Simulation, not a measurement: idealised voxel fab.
voxel wiring stack: a process module
In the cross-section labelled cut, the width is 160 nm and each square cell is 5 nm.
Cross-section spec: square-cell grid; bands listed top down; each band is one or more rows.
Top height, bottom height, nm. Materials left to right, width each, nm. Single material + "edge to edge" = fills band edge to edge. "air" = empty.
Heads up on the height convention: 0 is the point under which the incoming wafer is all one material, and the lowest band has no bottom, it just keeps going down, like "top 0, no bottom".
When a width is written as two numbers, as in "30 to 40", the first number is the width in the top row of cells of the band and the second is the width in its bottom row, and the width changes by the same amount from each row to the next.
It should be understood that the words "stayed the same", when stated for a given step, signify that the cross-section underwent no change in any of its cells during that step.
Heads up: "Catalogued sealed voids" only lists the empty pockets with no open path to the top that are 8 cells or more, and it writes them as width x height at distance, distance from the left edge, in nm.
If you see something after the settings on a step's line, that's the simulator's own remark about that step.
For masked steps, "overlay nm" on the step line gives how far right of plan the mask actually lay; a minus sign means it lay to the left.
[Process steps (planned)]
- 1: RECEIVE [material Si]
- 2: CONFORMAL_DEP [material SiO2] [thk nm 15]
- 3: DIRECTIONAL_DEP [material TiN] [thk nm 5]
- 4: DIRECTIONAL_DEP [material W] [thk nm 15]
- 5: DIRECTIONAL_DEP [material aC] [thk nm 10]
- 6: PATTERN [tone cover] [mask id METAL_1] [material resist] [width nm 20] [pitch nm 45] [thk nm 25] [overlay nm 0]
- 7: DIRECTIONAL_ETCH [etch materials aC] [depth nm 10]
- 8: STRIP [etch materials resist]
- 9: DIRECTIONAL_ETCH [etch materials W] [depth nm 15]
- 10: DIRECTIONAL_ETCH [etch materials TiN] [depth nm 5]
- 11: STRIP [etch materials aC]
- 12: CONFORMAL_DEP [material SiN] [thk nm 5]
- 13: FILL_DEP [material lowk] [thk nm 10]
- 14: CMP [height nm 35]
- 15: CONFORMAL_DEP [material SiCN] [thk nm 5]
- 16: DIRECTIONAL_DEP [material lowk] [thk nm 20]
- 17: PATTERN [tone open] [mask id PLUG_1] [material resist] [width nm 15] [thk nm 15] [overlay nm 0]
- 18: DIRECTIONAL_ETCH [etch materials lowk] [depth nm 20]
- 19: DIRECTIONAL_ETCH [etch materials SiCN] [depth nm 5]
- 20: STRIP [etch materials resist]
- 21: CONFORMAL_DEP [material TiN] [thk nm 5]
- 22: FILL_DEP [material W] [thk nm 5]
- 23: CMP [height nm 60]
- 24: CONFORMAL_DEP [material SiN] [thk nm 5]
- 25: DIRECTIONAL_DEP [material lowk] [thk nm 20]
- 26: PATTERN [tone open] [mask id METAL_2] [material resist] [width nm 20] [pitch nm 45] [thk nm 15] [overlay nm 0]
- 27: DIRECTIONAL_ETCH [etch materials lowk] [depth nm 20]
- 28: DIRECTIONAL_ETCH [etch materials SiN] [depth nm 5]
- 29: STRIP [etch materials resist]
- 30: CONFORMAL_DEP [material TiN] [thk nm 5]
- 31: FILL_DEP [material Ru] [thk nm 5]
- 32: CMP [height nm 85]
- 33: CONFORMAL_DEP [material SiCN] [thk nm 5]
- 34: DIRECTIONAL_DEP [material lowk] [thk nm 10]
- 35: MASKED_ETCH [tone open] [mask id PLUG_2] [width nm 15] [pitch nm 45] [etch materials lowk] [depth nm 10] [overlay nm 0]
- 36: MASKED_ETCH [tone open] [mask id PLUG_2] [width nm 15] [pitch nm 45] [etch materials SiCN] [depth nm 5] [overlay nm 0]
- 37: EPI [material Ru] [thk nm 10]
- 38: EPI [material Ru] [thk nm 5]
- 39: CONFORMAL_DEP [material SiCN] [thk nm 5]
- 40: DIRECTIONAL_DEP [material SiO2] [thk nm 20]
- 41: PATTERN [tone open] [mask id METAL_3] [material resist] [width nm 20] [pitch nm 45] [thk nm 20] [overlay nm 0]
- 42: DIRECTIONAL_ETCH [etch materials SiO2] [depth nm 20]
- 43: DIRECTIONAL_ETCH [etch materials SiCN] [depth nm 5]
- 44: STRIP [etch materials resist]
- 45: CONFORMAL_DEP [material TiN] [thk nm 5]
- 46: FILL_DEP [material Cu] [thk nm 5]
- 47: CMP [height nm 125]
- 48: EPI [material Ru] [thk nm 5]
- 49: FILL_DEP [material SiCN] [thk nm 5]
[As-received wafer cross-section (after step 1)]
top 0, no bottom | Si edge to edge
Catalogued sealed voids: none
[Wafer cross-section at end of module: start and plan as shown above, one execution error]
top 135, bottom 130 | SiCN edge to edge
top 130, bottom 125 | SiCN (40), Ru (30), SiCN (15), Ru (30), SiCN (45)
top 125, bottom 105 | SiO2 (45), TiN (5), Cu (10), TiN (5), SiO2 (25), TiN (5), Cu (10), TiN (5), SiO2 (50)
top 105, bottom 100 | SiCN (45), TiN (20), SiCN (25), TiN (20), SiCN (50)
top 100, bottom 90 | lowk (45), Ru (15), lowk (30), Ru (15), lowk (55)
top 90, bottom 85 | SiCN (45), Ru (15), SiCN (30), Ru (15), SiCN (55)
top 85, bottom 65 | lowk (45), TiN (5), Ru (10), TiN (5), lowk (25), TiN (5), Ru (10), TiN (5), lowk (50)
top 65, bottom 60 | SiN (45), TiN (20), SiN (25), TiN (20), SiN (50)
top 60, bottom 40 | lowk (45), TiN (5), W (5), TiN (5), lowk (100)
top 40, bottom 35 | SiCN (45), TiN (15), SiCN (100)
top 35, bottom 30 | SiN (45), TiN (20), SiN (25), TiN (20), SiN (50)
top 30, bottom 15 | W edge to edge
top 15, bottom 0 | SiO2 edge to edge
top 0, no bottom | Si edge to edge
Catalogued sealed voids: none
Plan not followed: step 4 occupied the plan position of step 3, and the converse holds as well
